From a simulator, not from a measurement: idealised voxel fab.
Name of the process module below: voxel lift off
Cross-sectional view cut (width: 255 nm; square cell size: 5 nm).
Cross-section spec: square-cell grid; bands listed top down; each band is one or more rows. First you get the band's top height and its bottom height, in nm, and then the materials it's made of, left to right, with each width in nm. If you see a single material with "all across", that one covers the band edge to edge. "air" is empty space. Where do heights start? At 0: under that level the wafer as delivered is made of one material only. And the lowest band has no floor; it just carries on downward, as in "top 0, no bottom". Width "30 to 40": first value at the band's top row of cells, second value at its bottom row, equal change from row to row. "nothing different" for a step: no cell of the cross-section changed in that step. In "Closed void entries" the enclosed voids are listed, meaning empty spaces of 8 cells or larger without any opening to the top. The form is width x height at distance, distance from the left edge, units nm. That trailing text on a step's line, after the settings, is the simulator's own remark on the step. overlay nm: for a step with a mask, the amount by which the mask lay right of where it was planned; a negative amount means left of it.
-- So here's the lineup of process steps we planned
1) RECEIVE,material Si
2) CONFORMAL_DEP,material SiO2,thk nm 15
3) PATTERN,tone open,mask id LINES,material resist,width nm 15,pitch nm 50,thk nm 20,overlay nm 0
4) DIRECTIONAL_DEP,material Ru,thk nm 10
5) STRIP,etch materials resist
6) CONFORMAL_DEP,material SiO2,thk nm 5
Heads up: all these wafers start the same, and what changes between them is the width nm in step 3. The value you see in the plan is just what the first wafer got.
-- Incoming state of the first of several wafers in cross-section: after step 1
    top 0, no bottom = Si all across
    Closed void entries: none
-- Basically each wafer gets a line in the table, showing it at the end of the module: material by material, the cells it gained (+) or lost (-) since we got it, then its closed voids
width nm 15 | +24 Ru | +220 SiO2 | Closed void entries: none
width nm 20 | +32 Ru | +220 SiO2 | Closed void entries: none
width nm 25 | +40 Ru | +220 SiO2 | Closed void entries: none
width nm 30 | +48 Ru | +220 SiO2 | Closed void entries: none
width nm 35 | +56 Ru | +220 SiO2 | Closed void entries: none
